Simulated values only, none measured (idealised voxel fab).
voxel fin reveal: a process module
It is cross-section cut that appears here, measuring 240 nm in width, its square cells being 5 nm in size.
A cross-section in this document is a grid of square cells, and it is written down as bands, the top band listed before the ones below it; a band is made up of one or more rows of cells.
What a band's entry tells you: where the top is and where the bottom is, as heights in nm, and after that what lies inside, material by material from left to right, each with its width in nm. Empty space is written as the word "air", and a single material marked with the word "edge to edge" occupies the band from edge to edge.
Basically, 0 is our baseline, since under it the wafer straight out of the box is all one material. The bottom band has no lower end and keeps on going down, so it looks like "top 0, no bottom".
The notation "30->40" denotes a width that varies across the rows of cells in the band, beginning at the first number in the top row, finishing at the second number in the bottom row, and changing by an identical amount from each row to the next.
"no alterations made", as given for a step, is the statement that not any cell of the cross-section underwent a change during that step.
Each empty space that has no open way to the top and spans at least 8 cells appears under "Unvented voids" as width x height at distance, the distance counted from the left edge, all in nm.
Step line, after settings: the simulator's comment on this step.
The setting "overlay nm" may be written on the line of a step. When the step uses a mask, the value reports how far to the right of the planned place the mask lay, and a negative value reports that it lay to the left.
-- The planned process steps are enumerated hereunder
1 RECEIVE [material Si]
2 CONFORMAL_DEP [material SiN] [thk nm 5]
3 PATTERN [tone cover] [mask id FINS] [material resist] [width nm 15] [pitch nm 35] [thk nm 15] [overlay nm 0]
4 DIRECTIONAL_ETCH [etch materials SiN] [depth nm 5]
5 DIRECTIONAL_ETCH [etch materials Si] [depth nm 35]
6 STRIP [etch materials resist]
7 FILL_DEP [material SiO2] [thk nm 15]
8 CMP [height nm 5]
9 SELECTIVE_ETCH [etch materials SiO2] [depth nm 15]
10 STRIP [etch materials SiN]
-- Cross-section, incoming material, after step 1
top 0, no bottom = Si edge to edge
Unvented voids: none
-- Cross-section, first of two wafers, end of module, run as planned
top 0, bottom -10 = air=60, then Si=15, then air=20, then Si=15, then air=20, then Si=15, then air=20, then Si=15, then air=60
top -10, bottom -35 = SiO2=60, then Si=15, then SiO2=20, then Si=15, then SiO2=20, then Si=15, then SiO2=20, then Si=15, then SiO2=60
top -35, no bottom = Si edge to edge
Unvented voids: none
-- End-of-module cross-section of the second wafer: identical starting point and process plan to the first, with one processing mistake
top 0, bottom -10 = air=60, then Si=15, then air=20, then Si=15, then air=20, then Si=15, then air=20, then Si=15, then air=60
top -10, bottom -15 = SiO2=45, then air=15, then Si=15, then air=20, then Si=15, then air=20, then Si=15, then air=20, then Si=15, then air=15, then SiO2=45
top -15, bottom -35 = SiO2=60, then Si=15, then SiO2=20, then Si=15, then SiO2=20, then Si=15, then SiO2=20, then Si=15, then SiO2=60
top -35, no bottom = Si edge to edge
Unvented voids: none
Where did the run depart from the plan? steps 9 and 10 of the plan were each performed in the slot designated for the other
The second wafer ends with more or fewer cells of some materials than the first, per final count: -18 SiO2
